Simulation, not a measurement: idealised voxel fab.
Process module name: voxel spacer lines
Section shown: cut. Width: 225 nm. Cell size: 5 nm, square.
Square cells in a grid make up a cross-section in this document, and the grid is given as bands, listed from the top down, each one or more rows of cells.
This entry defines a band. It first specifies the height of the band's top and the height of its bottom in nm, and then specifies the band's materials from left to right, stating each material with its width in nm. The word "full width" identifies a single material that fills the band from edge to edge, while the word "empty" identifies empty space.
Heights are reckoned from 0. Under this level, the received wafer is all of one material. The bottommost band is open-ended downward, for example "from 0 down".
Quick explanation for "30 to 40": the width changes in equal steps down the rows of cells, from the first number in the band's top row to the second number in its bottom row.
Step note "no modifications" = no cross-section cell changed.
"Closed void entries" means: voids of 8 cells or more that are shut off from the top with no open way through. Written width x height at distance, distance from the left edge, in nm.
Note: text after step settings on the step line = simulator remark on that step.
The line of a step may include "overlay nm". On a step with a mask, this value is how far to the right of its planned place the mask lay. A negative value means the mask lay to the left.

The process steps that were planned are listed below
1. RECEIVE [material Si]
2. CONFORMAL_DEP [material Al2O3] [thk nm 5]
3. DIRECTIONAL_DEP [material polySi] [thk nm 10]
4. DIRECTIONAL_DEP [material aC] [thk nm 20]
5. PATTERN [tone cover] [mask id MANDREL] [material resist] [width nm 20] [pitch nm 70] [thk nm 25] [overlay nm 0]
6. DIRECTIONAL_ETCH [etch materials aC] [depth nm 20]
7. STRIP [etch materials resist]
8. CONFORMAL_DEP [material SiN] [thk nm 15]
9. DIRECTIONAL_ETCH [etch materials SiN] [depth nm 15]
10. STRIP [etch materials aC]
11. DIRECTIONAL_ETCH [etch materials polySi] [depth nm 20]
12. STRIP [etch materials SiN]
Heads up: all these wafers start the same, and what changes between them is the thk nm in step 3. The value you see in the plan is just what the first wafer got.

Received condition of the first of several wafers, sectioned: post-step 1
from 0 down  Si full width
Closed void entries: none

Below: a row per wafer. Contents at end of module: for every material, cells gained since receipt (+) or lost since receipt (-); then closed voids
thk nm 10; +45 Al2O3; +36 polySi; Closed void entries: none
thk nm 15; +45 Al2O3; +54 polySi; Closed void entries: none
thk nm 20; +45 Al2O3; +72 polySi; Closed void entries: none
thk nm 25; +45 Al2O3; +117 polySi; Closed void entries: none
thk nm 30; +45 Al2O3; +162 polySi; Closed void entries: none
thk nm 35; +45 Al2O3; +207 polySi; Closed void entries: none
